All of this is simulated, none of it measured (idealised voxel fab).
Process module, titled voxel transistor to metal
210 nm wide, 5 nm square cells: that's cross-section cut.
Each cross-section below is a grid of square cells, stated as bands in top-down order, with one or more rows of cells making up each band. A band entry consists of two parts. The first gives the height of the band's top and the height of its bottom, in nm. The rest lists the band's materials from left to right, each with its width in nm. A single material labelled with the word "edge to edge" fills the band from edge to edge, and the word "air" marks empty space. Heights are expressed relative to 0, this being the level below which the as-received wafer comprises one material exclusively. The lowest band is unbounded in the downward direction and is denoted as in "0 and below". Read "30->40" as a graded width: first number on top, second number at the bottom, same change between each pair of neighbouring rows. Any step labelled "nothing got changed" changed none of the cells in the cross-section. Cavities, sealed: empty space of 8 cells or more with no open way to the top, each as width x height at its distance from the left edge, in nm. Heads up: the bit after the settings on a step's line is the simulator's remark on that step. overlay nm: mask right of planned place by this much (step with mask). Neg. = left.

The planned process steps are enumerated hereunder
1) RECEIVE, material Si
2) CONFORMAL_DEP, material SiO2, thk nm 5
3) CONFORMAL_DEP, material SiN, thk nm 10
4) MASKED_ETCH, tone cover, mask id ACTIVE, width nm 115, etch materials SiN, depth nm 10, overlay nm 0
5) MASKED_ETCH, tone cover, mask id ACTIVE, width nm 115, etch materials SiO2, depth nm 5, overlay nm 0
6) MASKED_ETCH, tone cover, mask id ACTIVE, width nm 115, etch materials Si, depth nm 35, overlay nm 0
7) OXIDIZE, depth nm 5
8) FILL_DEP, material SiO2, thk nm 15
9) CMP, height nm 15
10) SELECTIVE_ETCH, etch materials SiO2, depth nm 5
11) STRIP, etch materials SiN
12) SELECTIVE_ETCH, etch materials SiO2, depth nm 5
13) OXIDIZE, depth nm 5
14) DIRECTIONAL_DEP, material polySi, thk nm 30
15) DIRECTIONAL_DEP, material SiCN, thk nm 10
16) PATTERN, tone cover, mask id GATE, material resist, width nm 25, thk nm 15, overlay nm 0
17) DIRECTIONAL_ETCH, etch materials SiCN, depth nm 20
18) DIRECTIONAL_ETCH, etch materials polySi, depth nm 40
19) STRIP, etch materials resist
20) CONFORMAL_DEP, material SiN, thk nm 10
21) DIRECTIONAL_ETCH, etch materials SiN, depth nm 10
22) DIRECTIONAL_ETCH, etch materials SiO2, depth nm 5
23) EPI, material nSi, thk nm 5
24) FILL_DEP, material SiO2, thk nm 5
25) CMP, height nm 40
26) DIRECTIONAL_DEP, material SiO2, thk nm 10
27) DIRECTIONAL_DEP, material aC, thk nm 10
28) PATTERN, tone open, mask id CONTACT, material resist, width nm 20, pitch nm 75, thk nm 30, overlay nm 0
29) DIRECTIONAL_ETCH, etch materials aC, depth nm 10
30) STRIP, etch materials resist
31) DIRECTIONAL_ETCH, etch materials SiO2, depth nm 50
32) STRIP, etch materials aC
33) CONFORMAL_DEP, material TiN, thk nm 5
34) FILL_DEP, material Ru, thk nm 5
35) CMP, height nm 50
36) CONFORMAL_DEP, material SiCN, thk nm 5
37) DIRECTIONAL_DEP, material lowk, thk nm 15
38) PATTERN, tone open, mask id METAL_1, material resist, width nm 20, pitch nm 75, thk nm 20, overlay nm 0
39) DIRECTIONAL_ETCH, etch materials lowk, depth nm 15
40) DIRECTIONAL_ETCH, etch materials SiCN, depth nm 5
41) STRIP, etch materials resist
42) CONFORMAL_DEP, material TiN, thk nm 5
43) FILL_DEP, material W, thk nm 5
44) CMP, height nm 70
45) CONFORMAL_DEP, material SiN, thk nm 5

First of two wafers, with the run carried out as planned

Cross-section of the wafer as it came to us, i.e., already through step 1
  0 and below: Si edge to edge
  Cavities, sealed: none

Cross-section: wafer state after step 2
  5 down to 0: SiO2 edge to edge
  Below 0, no change.

Cross-section: wafer state after step 3
  15 down to 5: SiN edge to edge
  Below 5, no change.

Cross-section: wafer state after step 4
  15 down to 5: air=45 | SiN=115 | air=50
  Below 5, no change.

Cross-section: wafer state after step 5
  15 down to 5: air=45 | SiN=115 | air=50
  5 down to 0: air=45 | SiO2=115 | air=50
  Below 0, no change.

Cross-section: wafer state after step 6
  15 down to 5: air=45 | SiN=115 | air=50
  5 down to 0: air=45 | SiO2=115 | air=50
  0 down to -35: air=45 | Si=115 | air=50
  Below -35, no change.

Cross-section: wafer state after step 7
  15 down to 5: air=45 | SiN=115 | air=50
  5 down to 0: air=45 | SiO2=115 | air=50
  0 down to -35: air=45 | SiO2=5 | Si=105 | SiO2=5 | air=50
  -35 down to -40: SiO2=50 | Si=105 | SiO2=55
  Below -40, no change.

Cross-section: wafer state after step 8
  30 down to 15: SiO2 edge to edge
  15 down to 5: SiO2=45 | SiN=115 | SiO2=50
  5 down to 0: SiO2 edge to edge
  0 down to -40: SiO2=50 | Si=105 | SiO2=55
  Below -40, no change.

Cross-section: wafer state after step 9
  15 down to 5: SiO2=45 | SiN=115 | SiO2=50
  Below 5, no change.

Cross-section: wafer state after step 10
  15 down to 10: air=45 | SiN=115 | air=50
  Below 10, no change.

Cross-section: wafer state after step 11
  10 down to 5: SiO2=45 | air=115 | SiO2=50
  Below 5, no change.

Cross-section: wafer state after step 12
  5 down to 0: SiO2=40 | air=125 | SiO2=45
  Below 0, no change.

Cross-section: wafer state after step 13
  5 down to 0: SiO2=40 | air=125 | SiO2=45
  0 down to -5: SiO2 edge to edge
  Below -5, no change.

Cross-section: wafer state after step 14
  35 down to 30: polySi=40 | air=125 | polySi=45
  30 down to 5: polySi edge to edge
  5 down to 0: SiO2=40 | polySi=125 | SiO2=45
  Below 0, no change.

Cross-section: wafer state after step 15
  45 down to 40: SiCN=40 | air=125 | SiCN=45
  40 down to 35: SiCN edge to edge
  35 down to 30: polySi=40 | SiCN=125 | polySi=45
  Below 30, no change.

Cross-section: wafer state after step 16
  60 down to 45: air=90 | resist=25 | air=95
  45 down to 40: SiCN=40 | air=50 | resist=25 | air=50 | SiCN=45
  Below 40, no change.

Cross-section: wafer state after step 17
  60 down to 40: air=90 | resist=25 | air=95
  40 down to 35: air=90 | SiCN=25 | air=95
  35 down to 30: polySi=40 | air=50 | SiCN=25 | air=50 | polySi=45
  Below 30, no change.

Cross-section: wafer state after step 18
  60 down to 40: air=90 | resist=25 | air=95
  40 down to 30: air=90 | SiCN=25 | air=95
  30 down to 5: air=90 | polySi=25 | air=95
  5 down to 0: SiO2=40 | air=50 | polySi=25 | air=50 | SiO2=45
  Below 0, no change.

Cross-section: wafer state after step 19
  40 down to 30: air=90 | SiCN=25 | air=95
  Below 30, no change.

Cross-section: wafer state after step 20
  50 down to 40: air=80 | SiN=45 | air=85
  40 down to 30: air=80 | SiN=10 | SiCN=25 | SiN=10 | air=85
  30 down to 15: air=80 | SiN=10 | polySi=25 | SiN=10 | air=85
  15 down to 10: SiN=50 | air=30 | SiN=10 | polySi=25 | SiN=10 | air=30 | SiN=55
  10 down to 5: SiN=90 | polySi=25 | SiN=95
  5 down to 0: SiO2=40 | SiN=50 | polySi=25 | SiN=50 | SiO2=45
  Below 0, no change.

Cross-section: wafer state after step 21
  40 down to 30: air=80 | SiN=10 | SiCN=25 | SiN=10 | air=85
  30 down to 5: air=80 | SiN=10 | polySi=25 | SiN=10 | air=85
  5 down to 0: SiO2=40 | SiN=10 | air=30 | SiN=10 | polySi=25 | SiN=10 | air=30 | SiN=10 | SiO2=45
  Below 0, no change.

Cross-section: wafer state after step 22
  40 down to 30: air=80 | SiN=10 | SiCN=25 | SiN=10 | air=85
  30 down to 5: air=80 | SiN=10 | polySi=25 | SiN=10 | air=85
  5 down to 0: air=40 | SiN=10 | air=30 | SiN=10 | polySi=25 | SiN=10 | air=30 | SiN=10 | air=45
  0 down to -5: SiO2=50 | air=30 | SiO2=45 | air=30 | SiO2=55
  Below -5, no change.

Cross-section: wafer state after step 23
  40 down to 30: air=80 | SiN=10 | SiCN=25 | SiN=10 | air=85
  30 down to 5: air=80 | SiN=10 | polySi=25 | SiN=10 | air=85
  5 down to 0: air=40 | SiN=10 | air=30 | SiN=10 | polySi=25 | SiN=10 | air=30 | SiN=10 | air=45
  0 down to -5: SiO2=50 | nSi=30 | SiO2=45 | nSi=30 | SiO2=55
  Below -5, no change.

Cross-section: wafer state after step 24
  45 down to 40: SiO2 edge to edge
  40 down to 30: SiO2=80 | SiN=10 | SiCN=25 | SiN=10 | SiO2=85
  30 down to 5: SiO2=80 | SiN=10 | polySi=25 | SiN=10 | SiO2=85
  5 down to 0: SiO2=40 | SiN=10 | SiO2=30 | SiN=10 | polySi=25 | SiN=10 | SiO2=30 | SiN=10 | SiO2=45
  Below 0, no change.

Cross-section: wafer state after step 25
  40 down to 30: SiO2=80 | SiN=10 | SiCN=25 | SiN=10 | SiO2=85
  Below 30, no change.

Cross-section: wafer state after step 26
  50 down to 40: SiO2 edge to edge
  Below 40, no change.

Cross-section: wafer state after step 27
  60 down to 50: aC edge to edge
  Below 50, no change.

Cross-section: wafer state after step 28
  90 down to 60: resist=55 | air=20 | resist=55 | air=20 | resist=60
  Below 60, no change.

Cross-section: wafer state after step 29
  80 down to 60: resist=55 | air=20 | resist=55 | air=20 | resist=60
  60 down to 50: aC=55 | air=20 | aC=55 | air=20 | aC=60
  Below 50, no change.

Cross-section: wafer state after step 30
  60 down to 50: aC=55 | air=20 | aC=55 | air=20 | aC=60
  Below 50, no change.

Cross-section: wafer state after step 31
  60 down to 50: aC=55 | air=20 | aC=55 | air=20 | aC=60
  50 down to 40: SiO2=55 | air=20 | SiO2=55 | air=20 | SiO2=60
  40 down to 30: SiO2=55 | air=20 | SiO2=5 | SiN=10 | SiCN=25 | SiN=10 | SiO2=5 | air=20 | SiO2=60
  30 down to 5: SiO2=55 | air=20 | SiO2=5 | SiN=10 | polySi=25 | SiN=10 | SiO2=5 | air=20 | SiO2=60
  5 down to 0: SiO2=40 | SiN=10 | SiO2=5 | air=20 | SiO2=5 | SiN=10 | polySi=25 | SiN=10 | SiO2=5 | air=20 | SiO2=5 | SiN=10 | SiO2=45
  Below 0, no change.

Cross-section: wafer state after step 32
  50 down to 40: SiO2=55 | air=20 | SiO2=55 | air=20 | SiO2=60
  Below 40, no change.

Cross-section: wafer state after step 33
  55 down to 50: TiN=60 | air=10 | TiN=65 | air=10 | TiN=65
  50 down to 40: SiO2=55 | TiN=5 | air=10 | TiN=5 | SiO2=55 | TiN=5 | air=10 | TiN=5 | SiO2=60
  40 down to 30: SiO2=55 | TiN=5 | air=10 | TiN=5 | SiO2=5 | SiN=10 | SiCN=25 | SiN=10 | SiO2=5 | TiN=5 | air=10 | TiN=5 | SiO2=60
  30 down to 5: SiO2=55 | TiN=5 | air=10 | TiN=5 | SiO2=5 | SiN=10 | polySi=25 | SiN=10 | SiO2=5 | TiN=5 | air=10 | TiN=5 | SiO2=60
  5 down to 0: SiO2=40 | SiN=10 | SiO2=5 | TiN=20 | SiO2=5 | SiN=10 | polySi=25 | SiN=10 | SiO2=5 | TiN=20 | SiO2=5 | SiN=10 | SiO2=45
  Below 0, no change.

Cross-section: wafer state after step 34
  60 down to 55: Ru edge to edge
  55 down to 50: TiN=60 | Ru=10 | TiN=65 | Ru=10 | TiN=65
  50 down to 40: SiO2=55 | TiN=5 | Ru=10 | TiN=5 | SiO2=55 | TiN=5 | Ru=10 | TiN=5 | SiO2=60
  40 down to 30: SiO2=55 | TiN=5 | Ru=10 | TiN=5 | SiO2=5 | SiN=10 | SiCN=25 | SiN=10 | SiO2=5 | TiN=5 | Ru=10 | TiN=5 | SiO2=60
  30 down to 5: SiO2=55 | TiN=5 | Ru=10 | TiN=5 | SiO2=5 | SiN=10 | polySi=25 | SiN=10 | SiO2=5 | TiN=5 | Ru=10 | TiN=5 | SiO2=60
  Below 5, no change.

Cross-section: wafer state after step 35
  50 down to 40: SiO2=55 | TiN=5 | Ru=10 | TiN=5 | SiO2=55 | TiN=5 | Ru=10 | TiN=5 | SiO2=60
  Below 40, no change.

Cross-section: wafer state after step 36
  55 down to 50: SiCN edge to edge
  Below 50, no change.

Cross-section: wafer state after step 37
  70 down to 55: lowk edge to edge
  Below 55, no change.

Cross-section: wafer state after step 38
  90 down to 70: resist=55 | air=20 | resist=55 | air=20 | resist=60
  Below 70, no change.

Cross-section: wafer state after step 39
  90 down to 70: resist=55 | air=20 | resist=55 | air=20 | resist=60
  70 down to 55: lowk=55 | air=20 | lowk=55 | air=20 | lowk=60
  Below 55, no change.

Cross-section: wafer state after step 40
  90 down to 70: resist=55 | air=20 | resist=55 | air=20 | resist=60
  70 down to 55: lowk=55 | air=20 | lowk=55 | air=20 | lowk=60
  55 down to 50: SiCN=55 | air=20 | SiCN=55 | air=20 | SiCN=60
  Below 50, no change.

Cross-section: wafer state after step 41
  70 down to 55: lowk=55 | air=20 | lowk=55 | air=20 | lowk=60
  Below 55, no change.

Cross-section: wafer state after step 42
  75 down to 70: TiN=60 | air=10 | TiN=65 | air=10 | TiN=65
  70 down to 55: lowk=55 | TiN=5 | air=10 | TiN=5 | lowk=55 | TiN=5 | air=10 | TiN=5 | lowk=60
  55 down to 50: SiCN=55 | TiN=20 | SiCN=55 | TiN=20 | SiCN=60
  Below 50, no change.

Cross-section: wafer state after step 43
  80 down to 75: W edge to edge
  75 down to 70: TiN=60 | W=10 | TiN=65 | W=10 | TiN=65
  70 down to 55: lowk=55 | TiN=5 | W=10 | TiN=5 | lowk=55 | TiN=5 | W=10 | TiN=5 | lowk=60
  Below 55, no change.

Cross-section: wafer state after step 44
  70 down to 55: lowk=55 | TiN=5 | W=10 | TiN=5 | lowk=55 | TiN=5 | W=10 | TiN=5 | lowk=60
  Below 55, no change.

Cross-section: wafer state after step 45
  75 down to 70: SiN edge to edge
  Below 70, no change.

Now the other wafer: same start, same recipe, but we messed up one thing when running it. Up to and including step 13 it's the same as the first one

Cross-sectional representation of the second wafer at the time designated in the plan for the completion of step 14
  35 down to 30: SiCN=40 | air=125 | SiCN=45
  30 down to 5: SiCN edge to edge
  5 down to 0: SiO2=40 | SiCN=125 | SiO2=45
  Below 0, no change.

Cross-sectional representation of the second wafer at the time designated in the plan for the completion of step 15
  45 down to 40: SiCN=40 | air=125 | SiCN=45
  40 down to 5: SiCN edge to edge
  Below 5, no change.

Cross-sectional representation of the second wafer at the time designated in the plan for the completion of step 16
  60 down to 45: air=90 | resist=25 | air=95
  45 down to 40: SiCN=40 | air=50 | resist=25 | air=50 | SiCN=45
  Below 40, no change.

Cross-sectional representation of the second wafer at the time designated in the plan for the completion of step 17
  60 down to 40: air=90 | resist=25 | air=95
  40 down to 25: air=90 | SiCN=25 | air=95
  25 down to 20: SiCN=40 | air=50 | SiCN=25 | air=50 | SiCN=45
  Below 20, no change.

Cross-sectional representation of the second wafer at the time designated in the plan for the completion of step 18: nothing got changed

Cross-sectional representation of the second wafer at the time designated in the plan for the completion of step 19
  40 down to 25: air=90 | SiCN=25 | air=95
  Below 25, no change.

Cross-sectional representation of the second wafer at the time designated in the plan for the completion of step 20
  50 down to 40: air=80 | SiN=45 | air=85
  40 down to 35: air=80 | SiN=10 | SiCN=25 | SiN=10 | air=85
  35 down to 30: SiN=50 | air=30 | SiN=10 | SiCN=25 | SiN=10 | air=30 | SiN=55
  30 down to 25: SiN=90 | SiCN=25 | SiN=95
  25 down to 20: SiCN=40 | SiN=50 | SiCN=25 | SiN=50 | SiCN=45
  Below 20, no change.

Cross-sectional representation of the second wafer at the time designated in the plan for the completion of step 21
  40 down to 25: air=80 | SiN=10 | SiCN=25 | SiN=10 | air=85
  25 down to 20: SiCN=40 | SiN=10 | air=30 | SiN=10 | SiCN=25 | SiN=10 | air=30 | SiN=10 | SiCN=45
  Below 20, no change.

Cross-sectional representation of the second wafer at the time designated in the plan for the completion of step 22: nothing got changed

Cross-sectional representation of the second wafer at the time designated in the plan for the completion of step 23: nothing got changed

Cross-sectional representation of the second wafer at the time designated in the plan for the completion of step 24
  45 down to 40: SiO2 edge to edge
  40 down to 25: SiO2=80 | SiN=10 | SiCN=25 | SiN=10 | SiO2=85
  25 down to 20: SiCN=40 | SiN=10 | SiO2=30 | SiN=10 | SiCN=25 | SiN=10 | SiO2=30 | SiN=10 | SiCN=45
  Below 20, no change.

Cross-sectional representation of the second wafer at the time designated in the plan for the completion of step 25
  40 down to 25: SiO2=80 | SiN=10 | SiCN=25 | SiN=10 | SiO2=85
  Below 25, no change.

Cross-sectional representation of the second wafer at the time designated in the plan for the completion of step 26
  50 down to 40: SiO2 edge to edge
  Below 40, no change.

Cross-sectional representation of the second wafer at the time designated in the plan for the completion of step 27
  60 down to 50: aC edge to edge
  Below 50, no change.

Cross-sectional representation of the second wafer at the time designated in the plan for the completion of step 28
  90 down to 60: resist=55 | air=20 | resist=55 | air=20 | resist=60
  Below 60, no change.

Cross-sectional representation of the second wafer at the time designated in the plan for the completion of step 29
  80 down to 60: resist=55 | air=20 | resist=55 | air=20 | resist=60
  60 down to 50: aC=55 | air=20 | aC=55 | air=20 | aC=60
  Below 50, no change.

Cross-sectional representation of the second wafer at the time designated in the plan for the completion of step 30
  60 down to 50: aC=55 | air=20 | aC=55 | air=20 | aC=60
  Below 50, no change.

Cross-sectional representation of the second wafer at the time designated in the plan for the completion of step 31
  60 down to 50: aC=55 | air=20 | aC=55 | air=20 | aC=60
  50 down to 40: SiO2=55 | air=20 | SiO2=55 | air=20 | SiO2=60
  40 down to 25: SiO2=55 | air=20 | SiO2=5 | SiN=10 | SiCN=25 | SiN=10 | SiO2=5 | air=20 | SiO2=60
  25 down to 20: SiCN=40 | SiN=10 | SiO2=5 | air=20 | SiO2=5 | SiN=10 | SiCN=25 | SiN=10 | SiO2=5 | air=20 | SiO2=5 | SiN=10 | SiCN=45
  Below 20, no change.

Cross-sectional representation of the second wafer at the time designated in the plan for the completion of step 32
  50 down to 40: SiO2=55 | air=20 | SiO2=55 | air=20 | SiO2=60
  Below 40, no change.

Cross-sectional representation of the second wafer at the time designated in the plan for the completion of step 33
  55 down to 50: TiN=60 | air=10 | TiN=65 | air=10 | TiN=65
  50 down to 40: SiO2=55 | TiN=5 | air=10 | TiN=5 | SiO2=55 | TiN=5 | air=10 | TiN=5 | SiO2=60
  40 down to 25: SiO2=55 | TiN=5 | air=10 | TiN=5 | SiO2=5 | SiN=10 | SiCN=25 | SiN=10 | SiO2=5 | TiN=5 | air=10 | TiN=5 | SiO2=60
  25 down to 20: SiCN=40 | SiN=10 | SiO2=5 | TiN=20 | SiO2=5 | SiN=10 | SiCN=25 | SiN=10 | SiO2=5 | TiN=20 | SiO2=5 | SiN=10 | SiCN=45
  Below 20, no change.

Cross-sectional representation of the second wafer at the time designated in the plan for the completion of step 34
  60 down to 55: Ru edge to edge
  55 down to 50: TiN=60 | Ru=10 | TiN=65 | Ru=10 | TiN=65
  50 down to 40: SiO2=55 | TiN=5 | Ru=10 | TiN=5 | SiO2=55 | TiN=5 | Ru=10 | TiN=5 | SiO2=60
  40 down to 25: SiO2=55 | TiN=5 | Ru=10 | TiN=5 | SiO2=5 | SiN=10 | SiCN=25 | SiN=10 | SiO2=5 | TiN=5 | Ru=10 | TiN=5 | SiO2=60
  Below 25, no change.

Cross-sectional representation of the second wafer at the time designated in the plan for the completion of step 35
  50 down to 40: SiO2=55 | TiN=5 | Ru=10 | TiN=5 | SiO2=55 | TiN=5 | Ru=10 | TiN=5 | SiO2=60
  Below 40, no change.

Cross-sectional representation of the second wafer at the time designated in the plan for the completion of step 36
  55 down to 50: SiCN edge to edge
  Below 50, no change.

Cross-sectional representation of the second wafer at the time designated in the plan for the completion of step 37
  70 down to 55: lowk edge to edge
  Below 55, no change.

Cross-sectional representation of the second wafer at the time designated in the plan for the completion of step 38
  90 down to 70: resist=55 | air=20 | resist=55 | air=20 | resist=60
  Below 70, no change.

Cross-sectional representation of the second wafer at the time designated in the plan for the completion of step 39
  90 down to 70: resist=55 | air=20 | resist=55 | air=20 | resist=60
  70 down to 55: lowk=55 | air=20 | lowk=55 | air=20 | lowk=60
  Below 55, no change.

Cross-sectional representation of the second wafer at the time designated in the plan for the completion of step 40
  90 down to 70: resist=55 | air=20 | resist=55 | air=20 | resist=60
  70 down to 55: lowk=55 | air=20 | lowk=55 | air=20 | lowk=60
  55 down to 50: SiCN=55 | air=20 | SiCN=55 | air=20 | SiCN=60
  Below 50, no change.

Cross-sectional representation of the second wafer at the time designated in the plan for the completion of step 41
  70 down to 55: lowk=55 | air=20 | lowk=55 | air=20 | lowk=60
  Below 55, no change.

Cross-sectional representation of the second wafer at the time designated in the plan for the completion of step 42
  75 down to 70: TiN=60 | air=10 | TiN=65 | air=10 | TiN=65
  70 down to 55: lowk=55 | TiN=5 | air=10 | TiN=5 | lowk=55 | TiN=5 | air=10 | TiN=5 | lowk=60
  55 down to 50: SiCN=55 | TiN=20 | SiCN=55 | TiN=20 | SiCN=60
  Below 50, no change.

Cross-sectional representation of the second wafer at the time designated in the plan for the completion of step 43
  80 down to 75: W edge to edge
  75 down to 70: TiN=60 | W=10 | TiN=65 | W=10 | TiN=65
  70 down to 55: lowk=55 | TiN=5 | W=10 | TiN=5 | lowk=55 | TiN=5 | W=10 | TiN=5 | lowk=60
  Below 55, no change.

Cross-sectional representation of the second wafer at the time designated in the plan for the completion of step 44
  70 down to 55: lowk=55 | TiN=5 | W=10 | TiN=5 | lowk=55 | TiN=5 | W=10 | TiN=5 | lowk=60
  Below 55, no change.

Cross-sectional representation of the second wafer at the time designated in the plan for the completion of step 45
  75 down to 70: SiN edge to edge
  Below 70, no change.
What was done differently from what was planned? contrary to plan, step 14 was performed as DIRECTIONAL_DEP, material SiCN, thk nm 30
Per the end-of-run cell counts, the second wafer holds more or fewer of some materials than the first: Ru: 16 fewer, SiCN: 178 more, SiN: 16 fewer, SiO2: 88 fewer, TiN: 16 fewer, nSi: 12 fewer, polySi: 30 fewer
